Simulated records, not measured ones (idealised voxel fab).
The document below concerns the process module designated voxel ribs on slabs.
Square cell edge 5 nm, section width 275 nm, ID cut.
Square cells in a grid make up a cross-section in this document, and the grid is given as bands, listed from the top down, each one or more rows of cells.
Band entry format. Leading values: height of top, height of bottom, nm. Remainder: materials in left-to-right order, each with its width in nm. Special words: "full width" on a single material, which then fills the band edge to edge; "air", empty space.
Height reference: 0 = level under which incoming wafer is all one material. Lowest band: no bottom, runs on downward, e.g. "top 0, no bottom".
The notation "30->40" denotes a width that varies across the rows of cells in the band, beginning at the first number in the top row, finishing at the second number in the bottom row, and changing by an identical amount from each row to the next.
Take "nothing altered" at face value: in the step it is given for, the cross-section changed in none of its cells.
Empty spaces without an open route to the top, at least 8 cells in extent, make up the entry "Fully enclosed voids"; each is given as width x height at distance, where the distance is measured from the left edge, and all are in nm.
after a step's settings: what the simulator itself notes on the step
overlay nm: where the mask lay relative to plan, measured to the right, on steps with a mask; negatives go left.
# Process steps (planned)
- 1: RECEIVE with material Si
- 2: DIRECTIONAL_DEP with material SiO2, thk nm 25
- 3: DIRECTIONAL_DEP with material SiN, thk nm 25
- 4: PATTERN with tone cover, mask id RIB, material resist, width nm 25, thk nm 15, overlay nm 0
- 5: DIRECTIONAL_ETCH with etch materials SiN, depth nm 20
- 6: STRIP with etch materials resist
- 7: MASKED_ETCH with tone cover, mask id SLAB, width nm 85, etch materials SiN, depth nm 5, overlay nm 0
- 8: FILL_DEP with material SiO2, thk nm 25
- 9: CMP with height nm 70
- 10: DIRECTIONAL_DEP with material W, thk nm 5
- 11: MASKED_ETCH with tone cover, mask id HEATER, width nm 35, etch materials W, depth nm 5, overlay nm 0
- 12: CONFORMAL_DEP with material SiO2, thk nm 10
# Delivered wafer in cross-section: state after step 1
* top 0, no bottom = Si full width
* Fully enclosed voids: none
# Post-module cross-section: identical start and plan to those above, one misstep in execution
* top 85, bottom 80 = SiO2 (130), then air (15), then SiO2 (130)
* top 80, bottom 75 = SiO2 full width
* top 75, bottom 70 = W (120), then SiO2 (35), then W (120)
* top 70, bottom 50 = SiO2 full width
* top 50, bottom 30 = SiO2 (125), then SiN (25), then SiO2 (125)
* top 30, bottom 25 = SiO2 (95), then SiN (85), then SiO2 (95)
* top 25, bottom 0 = SiO2 full width
* top 0, no bottom = Si full width
* Fully enclosed voids: none
Deviation from plan: step 11, actual vs plan mismatch, actual run MASKED_ETCH with tone open, mask id HEATER, width nm 35, etch materials W, depth nm 5, overlay nm 0
